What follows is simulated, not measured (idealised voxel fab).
process module | voxel released beams
cross-section cut | 195 nm wide | cells 5 nm
A cross-section is a grid of square cells, given in bands from the top down. A band is one or more rows of cells.
Each band's line starts with the height of the band's top and of its bottom, in nm. Then come its materials from left to right, each with its width in nm. One material with "throughout" fills the band from edge to edge. "air" is empty space.
Height 0 is the level under which the wafer as received is all one material. The lowest band goes on downwards, as in "0 down".
A width such as "30 to 40" changes by the same amount from each row of cells to the next, from the band's top row to its bottom row.
"no change" after a step means that no cell of the cross-section changed.
closed voids: empty space of 8 cells or more with no open way to the top, each as width x height at its distance from the left edge, in nm
after a step's settings: what the simulator itself notes on the step
overlay nm, on a step with a mask: how far to the right of its planned place the mask lay; to the left if negative
plan
1 op RECEIVE | material Si
2 op CONFORMAL_DEP | material SiN | thk nm 5
3 op DIRECTIONAL_DEP | material SiO2 | thk nm 10
4 op DIRECTIONAL_DEP | material aC | thk nm 10
5 op PATTERN | tone open | mask id ANCHOR | material resist | width nm 40 | thk nm 30 | overlay nm 0
6 op DIRECTIONAL_ETCH | etch materials aC | depth nm 10
7 op STRIP | etch materials resist
8 op DIRECTIONAL_ETCH | etch materials SiO2 | depth nm 10
9 op STRIP | etch materials aC
10 op CONFORMAL_DEP | material W | thk nm 15
11 op MASKED_ETCH | tone cover | mask id BEAM | width nm 110 | etch materials W | depth nm 15 | overlay nm 0
12 op STRIP | etch materials SiO2
as received, after step 1
  0 down: Si throughout
  closed voids: none
first wafer at the end, as planned
  30 to 20: air 40 | W 20 | air 10 | W 80 | air 45
  20 to 15: air 40 | W 110 | air 45
  15 to 5: air 45 | W 40 | air 110
  5 to 0: SiN throughout
  0 down: Si throughout
  closed voids: none
second wafer at the end: like start, like plan, one mistake
  25 to 20: air 40 | W 20 | air 10 | W 80 | air 45
  20 to 10: air 40 | W 110 | air 45
  10 to 5: air 45 | W 40 | air 110
  5 to 0: SiN throughout
  0 down: Si throughout
  closed voids: none
what went wrong: step 3 ran as: op DIRECTIONAL_DEP | material SiO2 | thk nm 5
at the end the second wafer has, in cells: 6 fewer of W
